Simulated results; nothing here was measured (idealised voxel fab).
process module | voxel gate over fins
cross-section cut | 180 nm wide | cells 5 nm
If you're reading a cross-section in this doc, picture square cells in a grid; it comes to you as bands, top ones listed first down to the bottom, and a band can be one or more rows of cells.
It is stipulated that each band's entry specify, in nanometres, the height of the top of the band and then that of its bottom, followed by the materials of the band in left-to-right sequence, each together with its width in nanometres. A single material marked by the word "edge to edge" is understood to fill the band from edge to edge; the word "blank" is understood to denote empty space.
Where do heights start? At 0: under that level the wafer as delivered is made of one material only. And the lowest band has no floor; it just carries on downward, as in "0 down".
Top row gets the first number, bottom row gets the second, and each row in between changes by the same step: that is how a band width like "30..40" works.
Take "nothing was modified" at face value: in the step it is given for, the cross-section changed in none of its cells.
Basically, "Voids, fully enclosed" tells you about the enclosed voids: empty spaces with no open way to the top, 8 cells or bigger, each written width x height at distance, where distance is from the left edge, all in nm.
What comes after the settings on a step's line is commentary from the simulator itself on that step.
"overlay nm" answers the question of how far to the right of plan the mask lay on a step that has a mask, and when it is negative the answer is to the left.

PLAN
1,RECEIVE (material Si)
2,CONFORMAL_DEP (material SiN; thk nm 5)
3,DIRECTIONAL_DEP (material aC; thk nm 15)
4,PATTERN (tone cover; mask id FINS; material resist; width nm 15; pitch nm 40; thk nm 35; overlay nm 0)
5,DIRECTIONAL_ETCH (etch materials aC; depth nm 15)
6,STRIP (etch materials resist)
7,DIRECTIONAL_ETCH (etch materials SiN; depth nm 5)
8,DIRECTIONAL_ETCH (etch materials Si; depth nm 30)
9,STRIP (etch materials aC)
10,FILL_DEP (material SiO2; thk nm 10)
11,CMP (height nm 5)
12,SELECTIVE_ETCH (etch materials SiO2; depth nm 15)
13,STRIP (etch materials SiN)
14,CONFORMAL_DEP (material HfO2; thk nm 5)
15,CONFORMAL_DEP (material TiN; thk nm 5)
16,FILL_DEP (material W; thk nm 10)
17,CMP (height nm 15)
18,CONFORMAL_DEP (material SiCN; thk nm 5)

WAFER AT RECEIPT (POST STEP 1), CROSS-SECTION
- 0 down = Si edge to edge
- Voids, fully enclosed: none

CROSS-SECTION, END OF MODULE. START: AS ABOVE. PLAN: AS ABOVE. EXECUTION: ONE MISTAKE
- 20 to 15 = SiCN edge to edge
- 15 to 10 = W edge to edge
- 10 to 5 = TiN edge to edge
- 5 to 0 = HfO2 25 nm, TiN 5 nm, HfO2 35 nm, TiN 5 nm, HfO2 35 nm, TiN 5 nm, HfO2 35 nm, TiN 5 nm, HfO2 30 nm
- 0 to -5 = Si 20 nm, HfO2 5 nm, TiN 5 nm, HfO2 5 nm, Si 25 nm, HfO2 5 nm, TiN 5 nm, HfO2 5 nm, Si 25 nm, HfO2 5 nm, TiN 5 nm, HfO2 5 nm, Si 25 nm, HfO2 5 nm, TiN 5 nm, HfO2 5 nm, Si 25 nm
- -5 to -10 = Si 20 nm, HfO2 15 nm, Si 25 nm, HfO2 15 nm, Si 25 nm, HfO2 15 nm, Si 25 nm, HfO2 15 nm, Si 25 nm
- -10 to -30 = Si 20 nm, SiO2 15 nm, Si 25 nm, SiO2 15 nm, Si 25 nm, SiO2 15 nm, Si 25 nm, SiO2 15 nm, Si 25 nm
- -30 down = Si edge to edge
- Voids, fully enclosed: none
What was done differently from what was planned? step 4 was processed under conditions differing from the plan, specifically as PATTERN (tone open; mask id FINS; material resist; width nm 15; pitch nm 40; thk nm 35; overlay nm 0)
